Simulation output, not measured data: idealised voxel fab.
Process module name: voxel ribs on slabs
Xsec cut, 290 nm wide, square cell size 5 nm.
Cross-sections here: square-cell grids, written as top-down lists of bands, a band being one or more rows of cells. Basically the band line says how high the top is and how high the bottom is, in nm, and then what's in it from left to right, every material with its width in nm. Empty space shows up as "air", and if a single material carries "throughout" it runs the full band edge to edge. The level at which height equals 0 is the one under which the wafer, as it arrives, is entirely one material. No lower edge exists for the bottom band, which continues downward and is notated as in "from 0 down". The notation "30->40" denotes a width that varies across the rows of cells in the band, beginning at the first number in the top row, finishing at the second number in the bottom row, and changing by an identical amount from each row to the next. "identical to before" -> step changed no cross-section cell. The list in "Enclosed void inventory" covers empty spaces of 8 cells or more that cannot reach the top through any open way, and it gives each as width x height at distance; the distance is from the left edge, and width, height and distance are in nm. Text after the settings on a step's line: the simulator's own remark on that step. A step line may carry the setting "overlay nm", which, for steps involving a mask, states the distance by which the mask lay to the right of its intended position; negative values denote displacement to the left.
Process steps - plan
1. RECEIVE with material Si
2. DIRECTIONAL_DEP with material SiO2, thk nm 20
3. DIRECTIONAL_DEP with material polySi, thk nm 25
4. DIRECTIONAL_DEP with material aC, thk nm 10
5. PATTERN with tone cover, mask id RIB, material resist, width nm 20, thk nm 25, overlay nm 0
6. DIRECTIONAL_ETCH with etch materials aC, depth nm 10
7. STRIP with etch materials resist
8. DIRECTIONAL_ETCH with etch materials polySi, depth nm 5
9. STRIP with etch materials aC
10. PATTERN with tone cover, mask id SLAB, material resist, width nm 70, thk nm 15, overlay nm 0
11. DIRECTIONAL_ETCH with etch materials polySi, depth nm 20
12. STRIP with etch materials resist
13. FILL_DEP with material SiO2, thk nm 30
14. CMP with height nm 65
15. DIRECTIONAL_DEP with material W, thk nm 5
16. MASKED_ETCH with tone cover, mask id HEATER, width nm 30, etch materials W, depth nm 5, overlay nm 0
17. CONFORMAL_DEP with material SiO2, thk nm 5
First wafer out of two, processed as planned
Step 1 complete: cross-section of the wafer as received
> from 0 down | Si throughout
> Enclosed void inventory: none
Wafer after step 2 (cross-section)
> from 20 to 0 | SiO2 throughout
> Lower than 0, everything is as it was.
Wafer after step 3 (cross-section)
> from 45 to 20 | polySi throughout
> Lower than 20, everything is as it was.
Wafer after step 4 (cross-section)
> from 55 to 45 | aC throughout
> Lower than 45, everything is as it was.
Wafer after step 5 (cross-section)
> from 80 to 55 | air 135  resist 20  air 135
> Lower than 55, everything is as it was.
Wafer after step 6 (cross-section)
> from 70 to 55 | air 135  resist 20  air 135
> from 55 to 45 | air 135  aC 20  air 135
> Lower than 45, everything is as it was.
Wafer after step 7 (cross-section)
> from 55 to 45 | air 135  aC 20  air 135
> Lower than 45, everything is as it was.
Wafer after step 8 (cross-section)
> from 55 to 45 | air 135  aC 20  air 135
> from 45 to 40 | air 135  polySi 20  air 135
> Lower than 40, everything is as it was.
Wafer after step 9 (cross-section)
> from 45 to 40 | air 135  polySi 20  air 135
> Lower than 40, everything is as it was.
Wafer after step 10 (cross-section)
> from 60 to 45 | air 110  resist 70  air 110
> from 45 to 40 | air 110  resist 25  polySi 20  resist 25  air 110
> Lower than 40, everything is as it was.
Wafer after step 11 (cross-section)
> from 60 to 45 | air 110  resist 70  air 110
> from 45 to 40 | air 110  resist 25  polySi 20  resist 25  air 110
> from 40 to 20 | air 110  polySi 70  air 110
> Lower than 20, everything is as it was.
Wafer after step 12 (cross-section)
> from 45 to 40 | air 135  polySi 20  air 135
> Lower than 40, everything is as it was.
Wafer after step 13 (cross-section)
> from 75 to 45 | SiO2 throughout
> from 45 to 40 | SiO2 135  polySi 20  SiO2 135
> from 40 to 20 | SiO2 110  polySi 70  SiO2 110
> Lower than 20, everything is as it was.
Wafer after step 14 (cross-section)
> from 65 to 45 | SiO2 throughout
> Lower than 45, everything is as it was.
Wafer after step 15 (cross-section)
> from 70 to 65 | W throughout
> Lower than 65, everything is as it was.
Wafer after step 16 (cross-section)
> from 70 to 65 | air 130  W 30  air 130
> Lower than 65, everything is as it was.
Wafer after step 17 (cross-section)
> from 75 to 70 | air 125  SiO2 40  air 125
> from 70 to 65 | SiO2 130  W 30  SiO2 130
> Lower than 65, everything is as it was.
What follows concerns the second wafer, which started out like the first and was meant to follow the very same plan; one mistake crept in when it was run, but everything up to and including step 2 is the same as for the first wafer
The second wafer in cross-section, at the planned close of step 3
> from 70 to 20 | polySi throughout
> Lower than 20, everything is as it was.
The second wafer in cross-section, at the planned close of step 4
> from 80 to 70 | aC throughout
> Lower than 70, everything is as it was.
The second wafer in cross-section, at the planned close of step 5
> from 105 to 80 | air 135  resist 20  air 135
> Lower than 80, everything is as it was.
The second wafer in cross-section, at the planned close of step 6
> from 95 to 80 | air 135  resist 20  air 135
> from 80 to 70 | air 135  aC 20  air 135
> Lower than 70, everything is as it was.
The second wafer in cross-section, at the planned close of step 7
> from 80 to 70 | air 135  aC 20  air 135
> Lower than 70, everything is as it was.
The second wafer in cross-section, at the planned close of step 8
> from 80 to 70 | air 135  aC 20  air 135
> from 70 to 65 | air 135  polySi 20  air 135
> Lower than 65, everything is as it was.
The second wafer in cross-section, at the planned close of step 9
> from 70 to 65 | air 135  polySi 20  air 135
> Lower than 65, everything is as it was.
The second wafer in cross-section, at the planned close of step 10
> from 85 to 70 | air 110  resist 70  air 110
> from 70 to 65 | air 110  resist 25  polySi 20  resist 25  air 110
> Lower than 65, everything is as it was.
The second wafer in cross-section, at the planned close of step 11
> from 85 to 70 | air 110  resist 70  air 110
> from 70 to 65 | air 110  resist 25  polySi 20  resist 25  air 110
> from 65 to 45 | air 110  polySi 70  air 110
> Lower than 45, everything is as it was.
The second wafer in cross-section, at the planned close of step 12
> from 70 to 65 | air 135  polySi 20  air 135
> Lower than 65, everything is as it was.
The second wafer in cross-section, at the planned close of step 13
> from 100 to 70 | SiO2 throughout
> from 70 to 65 | SiO2 135  polySi 20  SiO2 135
> from 65 to 45 | SiO2 110  polySi 70  SiO2 110
> Lower than 45, everything is as it was.
The second wafer in cross-section, at the planned close of step 14
> from 65 to 45 | SiO2 110  polySi 70  SiO2 110
> Lower than 45, everything is as it was.
The second wafer in cross-section, at the planned close of step 15
> from 70 to 65 | W throughout
> Lower than 65, everything is as it was.
The second wafer in cross-section, at the planned close of step 16
> from 70 to 65 | air 130  W 30  air 130
> Lower than 65, everything is as it was.
The second wafer in cross-section, at the planned close of step 17
> from 75 to 70 | air 125  SiO2 40  air 125
> from 70 to 65 | SiO2 130  W 30  SiO2 130
> Lower than 65, everything is as it was.
Misprocessing identified: plan step 3 was conducted twice
The closing comparison, in cells, has the second wafer with more or fewer of some materials than the first: SiO2: 286 fewer, polySi: 286 more
